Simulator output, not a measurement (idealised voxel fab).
The document below concerns the process module designated voxel self aligned vias.
Square cells of 5 nm make up the cross-section cut, whose width is 165 nm.
Cross-section format: a grid of square cells, given as bands from top to bottom; each band is one or more rows of cells.
Look at the band entry: it leads with the top's height and the bottom's height in nm. Then it lists the materials left to right, with a width in nm for each. The word "full width" on a single material says that material fills the band edge to edge. The word "blank" is empty space.
Height reference: 0 = level under which incoming wafer is all one material. Lowest band: no bottom, runs on downward, e.g. "0 nm and below".
Think of "30..40" as a width that walks from the first number to the second as you go down the band, top row to bottom row, taking equal-sized steps from row to row.
The cross-section has no changed cell in any step marked "nothing different".
"Trapped voids" contains a list of empty spaces, each no smaller than 8 cells and without an open way to the top, written in the form width x height at distance with the distance from the left edge and all three in nm.
Note: text after step settings on the step line = simulator remark on that step.
A step's line can hold "overlay nm"; with a mask on that step, the setting says how far right of the planned place the mask lay, while a negative setting says it lay to the left.
LIST OF PLANNED PROCESS STEPS
1: op RECEIVE | material Si
2: op CONFORMAL_DEP | material SiO2 | thk nm 15
3: op CONFORMAL_DEP | material SiCN | thk nm 5
4: op DIRECTIONAL_DEP | material SiO2 | thk nm 20
5: op MASKED_ETCH | tone open | mask id LINES | width nm 20 | pitch nm 55 | etch materials SiO2 | depth nm 20 | overlay nm 0
6: op CONFORMAL_DEP | material TiN | thk nm 5
7: op FILL_DEP | material Ru | thk nm 5
8: op CMP | height nm 40
9: op SELECTIVE_ETCH | etch materials W Ru TiN | depth nm 5
10: op FILL_DEP | material SiN | thk nm 10
11: op CMP | height nm 40
12: op DIRECTIONAL_DEP | material SiO2 | thk nm 20
13: op DIRECTIONAL_DEP | material aC | thk nm 10
14: op PATTERN | tone open | mask id VIAS | material resist | width nm 30 | thk nm 30 | overlay nm 0
15: op DIRECTIONAL_ETCH | etch materials aC | depth nm 10
16: op STRIP | etch materials resist
17: op DIRECTIONAL_ETCH | etch materials SiO2 | depth nm 20
18: op DIRECTIONAL_ETCH | etch materials SiN | depth nm 5
19: op STRIP | etch materials aC
20: op CONFORMAL_DEP | material TiN | thk nm 5
21: op FILL_DEP | material Cu | thk nm 5
22: op CMP | height nm 60
23: op CONFORMAL_DEP | material SiCN | thk nm 5
FIRST WAFER, TWO IN TOTAL, RUN AS PLANNED
AS-RECEIVED STATE OF THE WAFER IN CROSS-SECTION, EQUIVALENT TO POST-STEP 1
- 0 nm and below: Si full width
- Trapped voids: none
CROSS-SECTION THROUGH THE WAFER, STEP 2 FINISHED
- 15 nm to 0 nm: SiO2 full width
- Everything below 0 is unchanged.
CROSS-SECTION THROUGH THE WAFER, STEP 3 FINISHED
- 20 nm to 15 nm: SiCN full width
- Everything below 15 is unchanged.
CROSS-SECTION THROUGH THE WAFER, STEP 4 FINISHED
- 40 nm to 20 nm: SiO2 full width
- Everything below 20 is unchanged.
CROSS-SECTION THROUGH THE WAFER, STEP 5 FINISHED
- 40 nm to 20 nm: SiO2 45, then blank 20, then SiO2 35, then blank 20, then SiO2 45
- Everything below 20 is unchanged.
CROSS-SECTION THROUGH THE WAFER, STEP 6 FINISHED
- 45 nm to 40 nm: TiN 50, then blank 10, then TiN 45, then blank 10, then TiN 50
- 40 nm to 25 nm: SiO2 45, then TiN 5, then blank 10, then TiN 5, then SiO2 35, then TiN 5, then blank 10, then TiN 5, then SiO2 45
- 25 nm to 20 nm: SiO2 45, then TiN 20, then SiO2 35, then TiN 20, then SiO2 45
- Everything below 20 is unchanged.
CROSS-SECTION THROUGH THE WAFER, STEP 7 FINISHED
- 50 nm to 45 nm: Ru full width
- 45 nm to 40 nm: TiN 50, then Ru 10, then TiN 45, then Ru 10, then TiN 50
- 40 nm to 25 nm: SiO2 45, then TiN 5, then Ru 10, then TiN 5, then SiO2 35, then TiN 5, then Ru 10, then TiN 5, then SiO2 45
- Everything below 25 is unchanged.
CROSS-SECTION THROUGH THE WAFER, STEP 8 FINISHED
- 40 nm to 25 nm: SiO2 45, then TiN 5, then Ru 10, then TiN 5, then SiO2 35, then TiN 5, then Ru 10, then TiN 5, then SiO2 45
- Everything below 25 is unchanged.
CROSS-SECTION THROUGH THE WAFER, STEP 9 FINISHED
- 40 nm to 35 nm: SiO2 45, then blank 20, then SiO2 35, then blank 20, then SiO2 45
- Everything below 35 is unchanged.
CROSS-SECTION THROUGH THE WAFER, STEP 10 FINISHED
- 50 nm to 40 nm: SiN full width
- 40 nm to 35 nm: SiO2 45, then SiN 20, then SiO2 35, then SiN 20, then SiO2 45
- Everything below 35 is unchanged.
CROSS-SECTION THROUGH THE WAFER, STEP 11 FINISHED
- 40 nm to 35 nm: SiO2 45, then SiN 20, then SiO2 35, then SiN 20, then SiO2 45
- Everything below 35 is unchanged.
CROSS-SECTION THROUGH THE WAFER, STEP 12 FINISHED
- 60 nm to 40 nm: SiO2 full width
- Everything below 40 is unchanged.
CROSS-SECTION THROUGH THE WAFER, STEP 13 FINISHED
- 70 nm to 60 nm: aC full width
- Everything below 60 is unchanged.
CROSS-SECTION THROUGH THE WAFER, STEP 14 FINISHED
- 100 nm to 70 nm: resist 40, then blank 30, then resist 95
- Everything below 70 is unchanged.
CROSS-SECTION THROUGH THE WAFER, STEP 15 FINISHED
- 90 nm to 70 nm: resist 40, then blank 30, then resist 95
- 70 nm to 60 nm: aC 40, then blank 30, then aC 95
- Everything below 60 is unchanged.
CROSS-SECTION THROUGH THE WAFER, STEP 16 FINISHED
- 70 nm to 60 nm: aC 40, then blank 30, then aC 95
- Everything below 60 is unchanged.
CROSS-SECTION THROUGH THE WAFER, STEP 17 FINISHED
- 70 nm to 60 nm: aC 40, then blank 30, then aC 95
- 60 nm to 40 nm: SiO2 40, then blank 30, then SiO2 95
- Everything below 40 is unchanged.
CROSS-SECTION THROUGH THE WAFER, STEP 18 FINISHED
- 70 nm to 60 nm: aC 40, then blank 30, then aC 95
- 60 nm to 40 nm: SiO2 40, then blank 30, then SiO2 95
- 40 nm to 35 nm: SiO2 45, then blank 20, then SiO2 35, then SiN 20, then SiO2 45
- Everything below 35 is unchanged.
CROSS-SECTION THROUGH THE WAFER, STEP 19 FINISHED
- 60 nm to 40 nm: SiO2 40, then blank 30, then SiO2 95
- Everything below 40 is unchanged.
CROSS-SECTION THROUGH THE WAFER, STEP 20 FINISHED
- 65 nm to 60 nm: TiN 45, then blank 20, then TiN 100
- 60 nm to 45 nm: SiO2 40, then TiN 5, then blank 20, then TiN 5, then SiO2 95
- 45 nm to 40 nm: SiO2 40, then TiN 10, then blank 10, then TiN 10, then SiO2 95
- 40 nm to 35 nm: SiO2 45, then TiN 20, then SiO2 35, then SiN 20, then SiO2 45
- Everything below 35 is unchanged.
CROSS-SECTION THROUGH THE WAFER, STEP 21 FINISHED
- 70 nm to 65 nm: Cu full width
- 65 nm to 60 nm: TiN 45, then Cu 20, then TiN 100
- 60 nm to 45 nm: SiO2 40, then TiN 5, then Cu 20, then TiN 5, then SiO2 95
- 45 nm to 40 nm: SiO2 40, then TiN 10, then Cu 10, then TiN 10, then SiO2 95
- Everything below 40 is unchanged.
CROSS-SECTION THROUGH THE WAFER, STEP 22 FINISHED
- 60 nm to 45 nm: SiO2 40, then TiN 5, then Cu 20, then TiN 5, then SiO2 95
- Everything below 45 is unchanged.
CROSS-SECTION THROUGH THE WAFER, STEP 23 FINISHED
- 65 nm to 60 nm: SiCN full width
- Everything below 60 is unchanged.
SECOND WAFER. START AND PLAN AS FOR THE FIRST. ONE MISTAKE MADE IN RUNNING. AGREES WITH THE FIRST UP TO AND INCLUDING STEP 21
CROSS-SECTION OF THE SECOND WAFER WHEN, ACCORDING TO PLAN, STEP 22 SHOULD HAVE FINISHED
- 55 nm to 45 nm: SiO2 40, then TiN 5, then Cu 20, then TiN 5, then SiO2 95
- Everything below 45 is unchanged.
CROSS-SECTION OF THE SECOND WAFER WHEN, ACCORDING TO PLAN, STEP 23 SHOULD HAVE FINISHED
- 60 nm to 55 nm: SiCN full width
- Everything below 55 is unchanged.
Misprocessing identified: step 22 was run on a setting that differed from the plan, and what really ran there is op CMP | height nm 55
The closing comparison, in cells, has the second wafer with more or fewer of some materials than the first: -4 Cu | -27 SiO2 | -2 TiN
